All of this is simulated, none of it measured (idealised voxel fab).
Proc. module: voxel quadruple lines
Displayed cross-section: cut, width of 265 nm, square cells sized 5 nm.
If you're reading a cross-section in this doc, picture square cells in a grid; it comes to you as bands, top ones listed first down to the bottom, and a band can be one or more rows of cells.
Band: top and bottom heights (nm) first, top before bottom; then materials from left to right, widths in nm. "everywhere" marks a sole material filling the band edge to edge. "blank" denotes empty space.
All heights in this document are referenced to 0, defined as the level beneath which the wafer, as received, consists entirely of one material. The lowest band is not bounded below; it extends indefinitely downward and is written in the form "from 0 down".
The two numbers in a width such as "30..40" mark its ends across the band: the first belongs to the top row of cells, the second to the bottom row, and from each row to the next the width moves by the same amount.
The designation "same as before", where it is given for a processing step, indicates that no cell of the cross-section was altered in the course of that step.
So "Closed cavity list" is basically the list of trapped voids: any empty space of 8 cells or more that can't reach the top through an opening. They're written width x height at distance, the distance being from the left edge, and it's all nm.
Text after the settings on a step's line: the simulator's own remark on that step.
A step's line can hold "overlay nm"; with a mask on that step, the setting says how far right of the planned place the mask lay, while a negative setting says it lay to the left.

[Process steps - plan]
1) RECEIVE (material Si)
2) CONFORMAL_DEP (material SiO2; thk nm 5)
3) DIRECTIONAL_DEP (material TiN; thk nm 10)
4) DIRECTIONAL_DEP (material polySi; thk nm 15)
5) DIRECTIONAL_DEP (material aC; thk nm 25)
6) PATTERN (tone cover; mask id MANDREL; material resist; width nm 25; pitch nm 80; thk nm 30; overlay nm 0)
7) DIRECTIONAL_ETCH (etch materials aC; depth nm 25)
8) STRIP (etch materials resist)
9) CONFORMAL_DEP (material SiO2; thk nm 15)
10) DIRECTIONAL_ETCH (etch materials SiO2; depth nm 15)
11) STRIP (etch materials aC)
12) DIRECTIONAL_ETCH (etch materials polySi; depth nm 15)
13) STRIP (etch materials SiO2)
14) CONFORMAL_DEP (material SiCN; thk nm 5)
15) DIRECTIONAL_ETCH (etch materials SiCN; depth nm 5)
16) STRIP (etch materials polySi)
17) DIRECTIONAL_ETCH (etch materials TiN; depth nm 10)
18) STRIP (etch materials SiCN)

[Wafer cross-section on receipt, i.e. after step 1]
	from 0 down | Si everywhere
	Closed cavity list: none

[Wafer at module end, in section. Began as above, planned as above, run with one mistake]
	from 15 to 5 | blank 55 nm / TiN 5 nm / blank 15 nm / TiN 5 nm / blank 25 nm / TiN 5 nm / blank 15 nm / TiN 5 nm / blank 5 nm / TiN 5 nm / blank 15 nm / TiN 5 nm / blank 25 nm / TiN 5 nm / blank 15 nm / TiN 5 nm / blank 55 nm
	from 5 to 0 | SiO2 everywhere
	from 0 down | Si everywhere
	Closed cavity list: none
Plan not followed: rather than as planned, step 6 actually ran as PATTERN (tone cover; mask id MANDREL; material resist; width nm 35; pitch nm 80; thk nm 30; overlay nm 0)
